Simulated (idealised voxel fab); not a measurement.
The process module that follows is named voxel gate over fins.
The cross-section shown here is cut; it is 190 nm wide and divided into square cells measuring 5 nm on a side.
Throughout this document, each cross-section is represented as a grid of square cells and is presented as a sequence of bands enumerated from the top downward, where a band comprises one or more rows of cells. Within each band entry, the heights of the top and of the bottom of the band appear first, in that order and in nm; the materials of the band then follow from left to right, each with its corresponding width in nm. The designation "edge to edge" on a single material indicates that it fills the band from edge to edge; the designation "empty" indicates empty space. The reference from which all heights are counted is 0, the level beneath which the as-received wafer is entirely one material; the lowest band, having no lower bound, proceeds downward and is written after the example "top 0, no bottom". Note: "30..40" means the width goes from the first number (top row of the band) to the second number (bottom row) in equal steps per row of cells. Reading "identical to before" for a step: not a cell of the cross-section changed in it. Under "Fully sealed cavities" you'll find the enclosed gaps, the ones with no way out to the top, that are 8 cells or bigger; each reads width x height at distance, with distance counted from the left edge, everything in nm. Whatever follows a step's settings on its line is a remark the simulator itself makes about that step. overlay nm, on a step with a mask: how far to the right of its planned place the mask lay; to the left if negative.

LIST OF PLANNED PROCESS STEPS
1: RECEIVE,material Si
2: CONFORMAL_DEP,material SiN,thk nm 10
3: PATTERN,tone cover,mask id FINS,material resist,width nm 15,pitch nm 50,thk nm 20,overlay nm 0
4: DIRECTIONAL_ETCH,etch materials SiN,depth nm 10
5: DIRECTIONAL_ETCH,etch materials Si,depth nm 30
6: STRIP,etch materials resist
7: FILL_DEP,material SiO2,thk nm 5
8: CMP,height nm 10
9: PATTERN,tone open,mask id RAIL,material resist,width nm 15,thk nm 15,overlay nm 0
10: DIRECTIONAL_ETCH,etch materials SiO2,depth nm 35
11: STRIP,etch materials resist
12: CONFORMAL_DEP,material TiN,thk nm 5
13: FILL_DEP,material Ru,thk nm 5
14: CMP,height nm 5
15: SELECTIVE_ETCH,etch materials W Ru TiN,depth nm 25
16: FILL_DEP,material SiO2,thk nm 5
17: CMP,height nm 10
18: SELECTIVE_ETCH,etch materials SiO2,depth nm 20
19: STRIP,etch materials SiN
20: CONFORMAL_DEP,material HfO2,thk nm 5
21: CONFORMAL_DEP,material TiN,thk nm 5
22: FILL_DEP,material W,thk nm 10
23: CMP,height nm 15
24: CONFORMAL_DEP,material SiCN,thk nm 10
Across this set of wafers, the varied parameter is the height nm of step 14. Starting conditions are identical for every wafer, and the plan reports the value assigned to the first wafer.

RECEIVED WAFERS, FIRST OF SEVERAL: CROSS-SECTION AFTER STEP 1
top 0, no bottom: Si edge to edge
Fully sealed cavities: none

FIRST WAFER AT THE END, AFTER STEP 24
top 25, bottom 15: SiCN edge to edge
top 15, bottom 10: W edge to edge
top 10, bottom 5: W (50)  TiN (35)  W (15)  TiN (35)  W (55)
top 5, bottom 0: W (50)  TiN (5)  HfO2 (25)  TiN (5)  W (15)  TiN (5)  HfO2 (25)  TiN (5)  W (55)
top 0, bottom -5: TiN (55)  HfO2 (5)  Si (15)  HfO2 (5)  TiN (25)  HfO2 (5)  Si (15)  HfO2 (5)  TiN (60)
top -5, bottom -10: HfO2 (60)  Si (15)  HfO2 (35)  Si (15)  HfO2 (65)
top -10, bottom -20: SiO2 (60)  Si (15)  SiO2 (35)  Si (15)  SiO2 (65)
top -20, bottom -25: SiO2 (60)  Si (15)  SiO2 (10)  TiN (15)  SiO2 (10)  Si (15)  SiO2 (65)
top -25, bottom -30: SiO2 (60)  Si (15)  SiO2 (35)  Si (15)  SiO2 (65)
top -30, no bottom: Si edge to edge
Fully sealed cavities: none

OF THE SEVERAL WAFERS, THE LAST: CROSS-SECTION AT THE END OF THE MODULE
top 25, bottom 15: SiCN edge to edge
top 15, bottom 10: W edge to edge
top 10, bottom 5: W (50)  TiN (35)  W (15)  TiN (35)  W (55)
top 5, bottom 0: W (50)  TiN (5)  HfO2 (25)  TiN (25)  HfO2 (25)  TiN (5)  W (55)
top 0, bottom -5: TiN (55)  HfO2 (5)  Si (15)  HfO2 (35)  Si (15)  HfO2 (5)  TiN (60)
top -5, bottom -10: HfO2 (60)  Si (15)  HfO2 (10)  TiN (5)  Ru (5)  TiN (5)  HfO2 (10)  Si (15)  HfO2 (65)
top -10, bottom -20: SiO2 (60)  Si (15)  SiO2 (10)  TiN (5)  Ru (5)  TiN (5)  SiO2 (10)  Si (15)  SiO2 (65)
top -20, bottom -25: SiO2 (60)  Si (15)  SiO2 (10)  TiN (15)  SiO2 (10)  Si (15)  SiO2 (65)
top -25, bottom -30: SiO2 (60)  Si (15)  SiO2 (35)  Si (15)  SiO2 (65)
top -30, no bottom: Si edge to edge
Fully sealed cavities: none

WAFER ROWS; END OF MODULE; CELLS PER MATERIAL SINCE RECEIPT: (+) GAINED, (-) LOST; THEN CLOSED VOIDS
height nm 5 | +46 HfO2 | -192 Si | +76 SiCN | +125 SiO2 | +49 TiN | +86 W | Fully sealed cavities: none
height nm 10 | +46 HfO2 | +1 Ru | -192 Si | +76 SiCN | +122 SiO2 | +51 TiN | +86 W | Fully sealed cavities: none
height nm 15 | +46 HfO2 | +2 Ru | -192 Si | +76 SiCN | +119 SiO2 | +53 TiN | +86 W | Fully sealed cavities: none
height nm 20 | +48 HfO2 | +3 Ru | -192 Si | +76 SiCN | +119 SiO2 | +53 TiN | +83 W | Fully sealed cavities: none
